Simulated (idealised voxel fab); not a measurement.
process module | voxel air gaps
cross-section cut | 245 nm wide | cells 5 nm
A cross-section is a grid of square cells, given in bands from the top down. A band is one or more rows of cells.
Each band's line starts with the height of the band's top and of its bottom, in nm. Then come its materials from left to right, each with its width in nm. One material with "throughout" fills the band from edge to edge. "air" is empty space.
Height 0 is the level under which the wafer as received is all one material. The lowest band goes on downwards, as in "0 down".
A width such as "30 to 40" changes by the same amount from each row of cells to the next, from the band's top row to its bottom row.
"no change" after a step means that no cell of the cross-section changed.
closed voids: empty space of 8 cells or more with no open way to the top, each as width x height at its distance from the left edge, in nm
after a step's settings: what the simulator itself notes on the step
overlay nm, on a step with a mask: how far to the right of its planned place the mask lay; to the left if negative
plan
1 op RECEIVE | material Si
2 op CONFORMAL_DEP | material SiO2 | thk nm 10
3 op CONFORMAL_DEP | material SiN | thk nm 5
4 op DIRECTIONAL_DEP | material lowk | thk nm 35
5 op DIRECTIONAL_DEP | material aC | thk nm 10
6 op PATTERN | tone open | mask id LINES | material resist | width nm 20 | pitch nm 50 | thk nm 25 | overlay nm 0
7 op DIRECTIONAL_ETCH | etch materials aC | depth nm 10
8 op STRIP | etch materials resist
9 op DIRECTIONAL_ETCH | etch materials lowk | depth nm 35
10 op STRIP | etch materials aC
11 op CONFORMAL_DEP | material TiN | thk nm 5
12 op FILL_DEP | material Ru | thk nm 5
13 op CMP | height nm 50
14 op EPI | material Ru | thk nm 10
15 op SELECTIVE_ETCH | etch materials lowk | depth nm 45
16 op CONFORMAL_DEP | material SiCN | thk nm 5
as received, after step 1
  0 down: Si throughout
  closed voids: none
first wafer at the end, as planned
  65 to 60: air 45 | SiCN 150 | air 50
  60 to 50: air 45 | SiCN 5 | Ru 40 | SiCN 10 | Ru 40 | SiCN 10 | Ru 40 | SiCN 5 | air 50
  50 to 45: air 45 | SiCN 15 | TiN 5 | Ru 10 | TiN 5 | SiCN 30 | TiN 5 | Ru 10 | TiN 5 | SiCN 30 | TiN 5 | Ru 10 | TiN 5 | SiCN 15 | air 50
  45 to 20: air 55 | SiCN 5 | TiN 5 | Ru 10 | TiN 5 | SiCN 5 | air 20 | SiCN 5 | TiN 5 | Ru 10 | TiN 5 | SiCN 5 | air 20 | SiCN 5 | TiN 5 | Ru 10 | TiN 5 | SiCN 5 | air 60
  20 to 15: SiCN 60 | TiN 20 | SiCN 30 | TiN 20 | SiCN 30 | TiN 20 | SiCN 65
  15 to 10: SiN throughout
  10 to 0: SiO2 throughout
  0 down: Si throughout
  closed voids: 20 x 25 at 85; 20 x 25 at 135
second wafer at the end: like start, like plan, one mistake
  65 to 60: air 45 | TiN 150 | air 50
  60 to 50: air 45 | TiN 5 | Ru 40 | TiN 10 | Ru 40 | TiN 10 | Ru 40 | TiN 5 | air 50
  50 to 45: air 45 | TiN 20 | Ru 10 | TiN 40 | Ru 10 | TiN 40 | Ru 10 | TiN 20 | air 50
  45 to 20: air 55 | TiN 10 | Ru 10 | TiN 10 | air 20 | TiN 10 | Ru 10 | TiN 10 | air 20 | TiN 10 | Ru 10 | TiN 10 | air 60
  20 to 15: TiN throughout
  15 to 10: SiN throughout
  10 to 0: SiO2 throughout
  0 down: Si throughout
  closed voids: 20 x 25 at 85; 20 x 25 at 135
what went wrong: step 16 ran as: op CONFORMAL_DEP | material TiN | thk nm 5
at the end the second wafer has, in cells: 127 fewer of SiCN | 127 more of TiN
